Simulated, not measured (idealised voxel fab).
The document below concerns the process module designated voxel self aligned vias.
This is section cut - it's 215 nm across, gridded in 5 nm square cells.
Cross-section, as written here: a square-cell grid given band by band from the top down, where a band holds one or more rows of cells.
Within each band entry, the heights of the top and of the bottom of the band appear first, in that order and in nm; the materials of the band then follow from left to right, each with its corresponding width in nm. The designation "everywhere" on a single material indicates that it fills the band from edge to edge; the designation "air" indicates empty space.
Height is counted from the level 0, under which the received wafer is composed throughout of one material. The lowest of the bands is not closed at the bottom but continues downward, in the notation "0 and below".
Note: "30 to 40" means the width goes from the first number (top row of the band) to the second number (bottom row) in equal steps per row of cells.
Step note "nothing different" = no cross-section cell changed.
Closed-off voids of 8+ cells (no open route to the top) go in "Enclosed internal voids", written width x height at distance from the left edge, in nm.
Formally, on a step line, whatever follows the settings is a remark that the simulator itself makes on the step.
overlay nm: where the mask lay relative to plan, measured to the right, on steps with a mask; negatives go left.
[The process steps that were planned are listed below]
1: RECEIVE, material Si
2: CONFORMAL_DEP, material SiO2, thk nm 15
3: CONFORMAL_DEP, material SiCN, thk nm 5
4: DIRECTIONAL_DEP, material SiO2, thk nm 30
5: DIRECTIONAL_DEP, material aC, thk nm 15
6: PATTERN, tone open, mask id LINES, material resist, width nm 25, pitch nm 65, thk nm 30, overlay nm 0
7: DIRECTIONAL_ETCH, etch materials aC, depth nm 15
8: STRIP, etch materials resist
9: DIRECTIONAL_ETCH, etch materials SiO2, depth nm 30
10: STRIP, etch materials aC
11: CONFORMAL_DEP, material TiN, thk nm 5
12: FILL_DEP, material Ru, thk nm 5
13: CMP, height nm 50
14: SELECTIVE_ETCH, etch materials W Ru TiN, depth nm 5
15: FILL_DEP, material SiN, thk nm 10
16: CMP, height nm 50
17: DIRECTIONAL_DEP, material SiO2, thk nm 20
18: PATTERN, tone open, mask id VIAS, material resist, width nm 35, pitch nm 65, thk nm 15, overlay nm 0
19: DIRECTIONAL_ETCH, etch materials SiO2, depth nm 20
20: DIRECTIONAL_ETCH, etch materials SiN, depth nm 5
21: STRIP, etch materials resist
22: CONFORMAL_DEP, material TiN, thk nm 5
23: FILL_DEP, material W, thk nm 10
24: CMP, height nm 70
25: CONFORMAL_DEP, material SiCN, thk nm 5
[Incoming wafer, cross-sectional view, post step 1]
	0 and below = Si everywhere
	Enclosed internal voids: none
[Cross-sectional image of the first of two wafers at the end of the module, the run having proceeded as planned]
	75 down to 70 = SiCN everywhere
	70 down to 55 = 25 nm SiO2; 5 nm TiN; 25 nm W; 5 nm TiN; 30 nm SiO2; 5 nm TiN; 25 nm W; 5 nm TiN; 30 nm SiO2; 5 nm TiN; 25 nm W; 5 nm TiN; 25 nm SiO2
	55 down to 50 = 25 nm SiO2; 10 nm TiN; 15 nm W; 10 nm TiN; 30 nm SiO2; 10 nm TiN; 15 nm W; 10 nm TiN; 30 nm SiO2; 10 nm TiN; 15 nm W; 10 nm TiN; 25 nm SiO2
	50 down to 45 = 30 nm SiO2; 25 nm TiN; 40 nm SiO2; 25 nm TiN; 40 nm SiO2; 25 nm TiN; 30 nm SiO2
	45 down to 25 = 30 nm SiO2; 5 nm TiN; 15 nm Ru; 5 nm TiN; 40 nm SiO2; 5 nm TiN; 15 nm Ru; 5 nm TiN; 40 nm SiO2; 5 nm TiN; 15 nm Ru; 5 nm TiN; 30 nm SiO2
	25 down to 20 = 30 nm SiO2; 25 nm TiN; 40 nm SiO2; 25 nm TiN; 40 nm SiO2; 25 nm TiN; 30 nm SiO2
	20 down to 15 = SiCN everywhere
	15 down to 0 = SiO2 everywhere
	0 and below = Si everywhere
	Enclosed internal voids: none
[Cross-sectional view of the second of two wafers upon completion of the module. This wafer shared its starting condition and process plan with the first; one error was made during its execution]
	75 down to 70 = SiCN everywhere
	70 down to 55 = 20 nm SiO2; 5 nm TiN; 25 nm W; 5 nm TiN; 30 nm SiO2; 5 nm TiN; 25 nm W; 5 nm TiN; 30 nm SiO2; 5 nm TiN; 25 nm W; 5 nm TiN; 30 nm SiO2
	55 down to 50 = 20 nm SiO2; 15 nm TiN; 15 nm W; 5 nm TiN; 30 nm SiO2; 15 nm TiN; 15 nm W; 5 nm TiN; 30 nm SiO2; 15 nm TiN; 15 nm W; 5 nm TiN; 30 nm SiO2
	50 down to 45 = 30 nm SiO2; 25 nm TiN; 40 nm SiO2; 25 nm TiN; 40 nm SiO2; 25 nm TiN; 30 nm SiO2
	45 down to 25 = 30 nm SiO2; 5 nm TiN; 15 nm Ru; 5 nm TiN; 40 nm SiO2; 5 nm TiN; 15 nm Ru; 5 nm TiN; 40 nm SiO2; 5 nm TiN; 15 nm Ru; 5 nm TiN; 30 nm SiO2
	25 down to 20 = 30 nm SiO2; 25 nm TiN; 40 nm SiO2; 25 nm TiN; 40 nm SiO2; 25 nm TiN; 30 nm SiO2
	20 down to 15 = SiCN everywhere
	15 down to 0 = SiO2 everywhere
	0 and below = Si everywhere
	Enclosed internal voids: none
Want to know what went wrong? planned and actual differ for step 18; actual: PATTERN, tone open, mask id VIAS, material resist, width nm 35, pitch nm 65, thk nm 15, overlay nm -5
When the process is done, the second wafer contains the same cell count of every material as the first wafer, but distributed over other locations.
